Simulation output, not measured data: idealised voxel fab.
Process module in this document: voxel wiring stack
Cross-section cut: width 215 nm, square cells of 5 nm.
We lay out every cross-section as a grid of square cells and spell it out in bands from the top down, where one band means one or more rows of cells. A band entry consists of two parts. The first gives the height of the band's top and the height of its bottom, in nm. The rest lists the band's materials from left to right, each with its width in nm. A single material labelled with the word "throughout" fills the band from edge to edge, and the word "air" marks empty space. Beneath 0, the wafer as received is one material, and that level is where height counting begins. The lowest band goes on downward without a bottom; it is written like "0 nm and below". Width "30 to 40": first value at the band's top row of cells, second value at its bottom row, equal change from row to row. Step marked "no change"? Then no cell in the cross-section changed in it. Listed in "Closed internal voids": every empty space of 8 or more cells without an open way to the top. Form: width x height at distance, the distance being from the left edge, all in nm. Past the settings on a step's line: simulator remark, on that step. overlay nm: mask offset rightward from planned place, masked step; negative means leftward offset.

## Process steps foreseen in the plan
1) RECEIVE, material Si
2) CONFORMAL_DEP, material SiO2, thk nm 15
3) DIRECTIONAL_DEP, material TiN, thk nm 5
4) DIRECTIONAL_DEP, material W, thk nm 25
5) MASKED_ETCH, tone cover, mask id METAL_1, width nm 25, pitch nm 50, etch materials W, depth nm 25, overlay nm 0
6) MASKED_ETCH, tone cover, mask id METAL_1, width nm 25, pitch nm 50, etch materials TiN, depth nm 5, overlay nm 0
7) CONFORMAL_DEP, material SiCN, thk nm 5
8) FILL_DEP, material lowk, thk nm 10
9) CMP, height nm 45
10) CONFORMAL_DEP, material SiCN, thk nm 5
11) DIRECTIONAL_DEP, material lowk, thk nm 10
12) DIRECTIONAL_DEP, material aC, thk nm 15
13) PATTERN, tone open, mask id PLUG_1, material resist, width nm 15, pitch nm 50, thk nm 35, overlay nm 0
14) DIRECTIONAL_ETCH, etch materials aC, depth nm 15
15) STRIP, etch materials resist
16) DIRECTIONAL_ETCH, etch materials lowk, depth nm 10
17) DIRECTIONAL_ETCH, etch materials SiCN, depth nm 5
18) STRIP, etch materials aC
19) CONFORMAL_DEP, material TiN, thk nm 5
20) FILL_DEP, material W, thk nm 5
21) CMP, height nm 60
22) DIRECTIONAL_DEP, material TiN, thk nm 5
23) DIRECTIONAL_DEP, material W, thk nm 15
24) MASKED_ETCH, tone cover, mask id METAL_2, width nm 25, pitch nm 50, etch materials W, depth nm 15, overlay nm 0
25) MASKED_ETCH, tone cover, mask id METAL_2, width nm 25, pitch nm 50, etch materials TiN, depth nm 5, overlay nm 0
26) CONFORMAL_DEP, material SiN, thk nm 5
27) FILL_DEP, material SiO2, thk nm 5
28) CMP, height nm 80
29) CONFORMAL_DEP, material SiCN, thk nm 5
30) DIRECTIONAL_DEP, material SiO2, thk nm 25
31) DIRECTIONAL_DEP, material aC, thk nm 15
32) PATTERN, tone open, mask id METAL_3, material resist, width nm 25, pitch nm 50, thk nm 30, overlay nm 0
33) DIRECTIONAL_ETCH, etch materials aC, depth nm 15
34) STRIP, etch materials resist
35) DIRECTIONAL_ETCH, etch materials SiO2, depth nm 15
36) STRIP, etch materials aC
37) PATTERN, tone open, mask id METAL_3_HOLES, material resist, width nm 15, thk nm 20, overlay nm 0
38) DIRECTIONAL_ETCH, etch materials SiO2, depth nm 10
39) DIRECTIONAL_ETCH, etch materials SiCN, depth nm 5
40) STRIP, etch materials resist
41) CONFORMAL_DEP, material TiN, thk nm 5
42) FILL_DEP, material Ru, thk nm 10
43) CMP, height nm 110
44) CONFORMAL_DEP, material SiN, thk nm 5

## Cross-section, incoming material, after step 1
- 0 nm and below  Si throughout
- Closed internal voids: none

## End-of-module cross-section. Starting structure and process plan as above; one mistake made in running it
- 115 nm to 110 nm  SiN throughout
- 110 nm to 105 nm  SiO2 (70) / TiN (5) / Ru (5) / TiN (5) / SiO2 (130)
- 105 nm to 100 nm  SiO2 (70) / TiN (15) / SiO2 (130)
- 100 nm to 85 nm  aC throughout
- 85 nm to 80 nm  SiCN throughout
- 80 nm to 65 nm  SiO2 (65) / SiN (5) / W (25) / SiN (5) / SiO2 (15) / SiN (5) / W (25) / SiN (5) / SiO2 (65)
- 65 nm to 60 nm  SiN (70) / TiN (25) / SiN (25) / TiN (25) / SiN (70)
- 60 nm to 50 nm  lowk (70) / TiN (5) / W (5) / TiN (5) / lowk (35) / TiN (5) / W (5) / TiN (5) / lowk (80)
- 50 nm to 45 nm  SiCN (70) / TiN (15) / SiCN (35) / TiN (15) / SiCN (80)
- 45 nm to 20 nm  lowk (65) / SiCN (5) / W (25) / SiCN (5) / lowk (15) / SiCN (5) / W (25) / SiCN (5) / lowk (65)
- 20 nm to 15 nm  SiCN (70) / TiN (25) / SiCN (25) / TiN (25) / SiCN (70)
- 15 nm to 0 nm  SiO2 throughout
- 0 nm and below  Si throughout
- Closed internal voids: none
Misprocessing identified: steps 30 and 31 of the plan were each performed in the slot designated for the other
